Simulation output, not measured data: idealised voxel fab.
Presented below is a process module, voxel ribs on slabs.
In the cross-section labelled cut, the width is 265 nm and each square cell is 5 nm.
A cross-section is written here as square cells arranged in a grid, and it is given in bands from the top down, each band taking up one or more rows of cells. For a band, the entry starts with two heights in nm, that of the top and then that of the bottom, and carries on with the band's materials in order from left to right, each alongside its width in nm; the word "everywhere" beside a single material means it fills the band edge to edge, and "empty" means empty space. Measure heights from 0. That's the level where, below it, the as-received wafer is all one material. The lowest band is bottomless and extends downward; write it as in "0 nm and below". When a width is written as two numbers, as in "30..40", the first number is the width in the top row of cells of the band and the second is the width in its bottom row, and the width changes by the same amount from each row to the next. You'll sometimes find "all unchanged" written for a step, and that's the way of saying that nowhere in the cross-section did a cell change during that step. Empty spaces counting at least 8 cells and having no open way to the top are listed in "Voids lacking openings". The notation width x height at distance is used for each, the distance being from the left edge and all three values in nm. Formally, on a step line, whatever follows the settings is a remark that the simulator itself makes on the step. The line of a step may include "overlay nm". On a step with a mask, this value is how far to the right of its planned place the mask lay. A negative value means the mask lay to the left.

Process steps foreseen in the plan:
1: RECEIVE | material Si
2: DIRECTIONAL_DEP | material SiO2 | thk nm 30
3: DIRECTIONAL_DEP | material polySi | thk nm 20
4: PATTERN | tone cover | mask id RIB | material resist | width nm 25 | thk nm 20 | overlay nm 0
5: DIRECTIONAL_ETCH | etch materials polySi | depth nm 10
6: STRIP | etch materials resist
7: MASKED_ETCH | tone cover | mask id SLAB | width nm 65 | etch materials polySi | depth nm 10 | overlay nm 0
8: FILL_DEP | material SiO2 | thk nm 15
9: CMP | height nm 60
10: DIRECTIONAL_DEP | material W | thk nm 5
11: MASKED_ETCH | tone cover | mask id HEATER | width nm 35 | etch materials W | depth nm 5 | overlay nm 0
12: CONFORMAL_DEP | material SiN | thk nm 10

Received-state cross-section, reflecting completion of step 1:
* 0 nm and below = Si everywhere
* Voids lacking openings: none

Post-module cross-section of the first of two wafers (run per plan):
* 75 nm to 70 nm = 105 of empty / 55 of SiN / 105 of empty
* 70 nm to 65 nm = SiN everywhere
* 65 nm to 60 nm = 115 of SiN / 35 of W / 115 of SiN
* 60 nm to 50 nm = SiO2 everywhere
* 50 nm to 40 nm = 120 of SiO2 / 25 of polySi / 120 of SiO2
* 40 nm to 30 nm = 100 of SiO2 / 65 of polySi / 100 of SiO2
* 30 nm to 0 nm = SiO2 everywhere
* 0 nm and below = Si everywhere
* Voids lacking openings: none

End of module, second wafer, cross-section. Started like the first, planned like the first, run with one mistake:
* 75 nm to 70 nm = 105 of empty / 55 of SiN / 105 of empty
* 70 nm to 65 nm = SiN everywhere
* 65 nm to 60 nm = 115 of SiN / 35 of W / 115 of SiN
* 60 nm to 50 nm = SiO2 everywhere
* 50 nm to 40 nm = 115 of SiO2 / 25 of polySi / 125 of SiO2
* 40 nm to 30 nm = 100 of SiO2 / 65 of polySi / 100 of SiO2
* 30 nm to 0 nm = SiO2 everywhere
* 0 nm and below = Si everywhere
* Voids lacking openings: none
Deviation from plan: note that step 4 departed from the planned setting and was carried out as PATTERN | tone cover | mask id RIB | material resist | width nm 25 | thk nm 20 | overlay nm -5
Comparing end states, the material composition by cell count is preserved from the first wafer to the second, while the locations of the cells are not.
